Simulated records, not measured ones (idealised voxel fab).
The process module presented herein is designated voxel self aligned contacts.
Shown is cross-section cut, with a width of 215 nm and square cells of size 5 nm.
Just so we're on the same page, the cross-sections are grids of square cells, and they're listed out in bands top to bottom, each band one or more rows deep. Heads up on the band format: heights come first, top then bottom, in nm. After that it's the materials left to right, each with its width in nm. A single material flagged "edge to edge" fills the whole band edge to edge, and "blank" means there's empty space there. Below 0: as-received wafer, all one material; heights counted from there. Lowest band: no bottom, goes on down, written "0 nm and below". Note: "30..40" means the width goes from the first number (top row of the band) to the second number (bottom row) in equal steps per row of cells. You'll sometimes find "remained unchanged" written for a step, and that's the way of saying that nowhere in the cross-section did a cell change during that step. Basically, "Closed void listing" tells you about the enclosed voids: empty spaces with no open way to the top, 8 cells or bigger, each written width x height at distance, where distance is from the left edge, all in nm. Step line, after settings: the simulator's comment on this step. Steps that use a mask can have "overlay nm" on their line. It says how far the mask sat to the right of where it was meant to be. Negative means to the left.

[The process steps that were planned are listed below]
step 1: RECEIVE (material Si)
step 2: CONFORMAL_DEP (material SiO2; thk nm 5)
step 3: DIRECTIONAL_DEP (material polySi; thk nm 30)
step 4: DIRECTIONAL_DEP (material SiN; thk nm 25)
step 5: PATTERN (tone cover; mask id GATE; material resist; width nm 30; pitch nm 70; thk nm 15; overlay nm 0)
step 6: DIRECTIONAL_ETCH (etch materials SiN; depth nm 25)
step 7: DIRECTIONAL_ETCH (etch materials polySi; depth nm 30)
step 8: STRIP (etch materials resist)
step 9: CONFORMAL_DEP (material SiN; thk nm 10)
step 10: DIRECTIONAL_ETCH (etch materials SiN; depth nm 10)
step 11: FILL_DEP (material SiO2; thk nm 10)
step 12: CMP (height nm 65)
step 13: DIRECTIONAL_DEP (material aC; thk nm 15)
step 14: PATTERN (tone open; mask id CONTACT; material resist; width nm 50; pitch nm 70; thk nm 35; overlay nm 0)
step 15: DIRECTIONAL_ETCH (etch materials aC; depth nm 15)
step 16: STRIP (etch materials resist)
step 17: DIRECTIONAL_ETCH (etch materials SiO2; depth nm 65)
step 18: STRIP (etch materials aC)
step 19: CONFORMAL_DEP (material TiN; thk nm 5)
step 20: FILL_DEP (material W; thk nm 10)
step 21: CMP (height nm 65)
step 22: CONFORMAL_DEP (material SiN; thk nm 5)

[Step 1 complete: cross-section of the wafer as received]
0 nm and below = Si edge to edge
Closed void listing: none

[Module complete - cross-section of the first of two wafers, run according to plan]
70 nm to 65 nm = SiN edge to edge
65 nm to 60 nm = SiO2 45 nm; TiN 20 nm; W 10 nm; TiN 20 nm; SiO2 20 nm; TiN 20 nm; W 10 nm; TiN 20 nm; SiO2 50 nm
60 nm to 35 nm = SiO2 10 nm; SiN 50 nm; TiN 5 nm; W 10 nm; TiN 5 nm; SiN 50 nm; TiN 5 nm; W 10 nm; TiN 5 nm; SiN 50 nm; SiO2 15 nm
35 nm to 5 nm = SiO2 10 nm; SiN 10 nm; polySi 30 nm; SiN 10 nm; TiN 5 nm; W 10 nm; TiN 5 nm; SiN 10 nm; polySi 30 nm; SiN 10 nm; TiN 5 nm; W 10 nm; TiN 5 nm; SiN 10 nm; polySi 30 nm; SiN 10 nm; SiO2 15 nm
5 nm to 0 nm = SiO2 60 nm; TiN 20 nm; SiO2 50 nm; TiN 20 nm; SiO2 65 nm
0 nm and below = Si edge to edge
Closed void listing: none

[Cross-sectional view: second of two wafers, end of module; start and plan identical to the first, one mistake in running]
70 nm to 65 nm = SiN edge to edge
65 nm to 40 nm = SiO2 10 nm; SiN 10 nm; polySi 30 nm; SiN 10 nm; TiN 5 nm; W 10 nm; TiN 5 nm; SiN 10 nm; polySi 30 nm; SiN 10 nm; TiN 5 nm; W 10 nm; TiN 5 nm; SiN 10 nm; polySi 30 nm; SiN 10 nm; SiO2 15 nm
40 nm to 35 nm = SiO2 10 nm; SiN 10 nm; polySi 30 nm; SiN 10 nm; TiN 20 nm; SiN 10 nm; polySi 30 nm; SiN 10 nm; TiN 20 nm; SiN 10 nm; polySi 30 nm; SiN 10 nm; SiO2 15 nm
35 nm to 5 nm = polySi edge to edge
5 nm to 0 nm = SiO2 edge to edge
0 nm and below = Si edge to edge
Closed void listing: none
Diagnosis: step 3 of the plan was executed twice over
Looking at both finished wafers in cells, the second ends up ahead of or behind the first on some materials: 150 fewer of SiN, 40 fewer of SiO2, 40 fewer of TiN, 28 fewer of W, 258 more of polySi
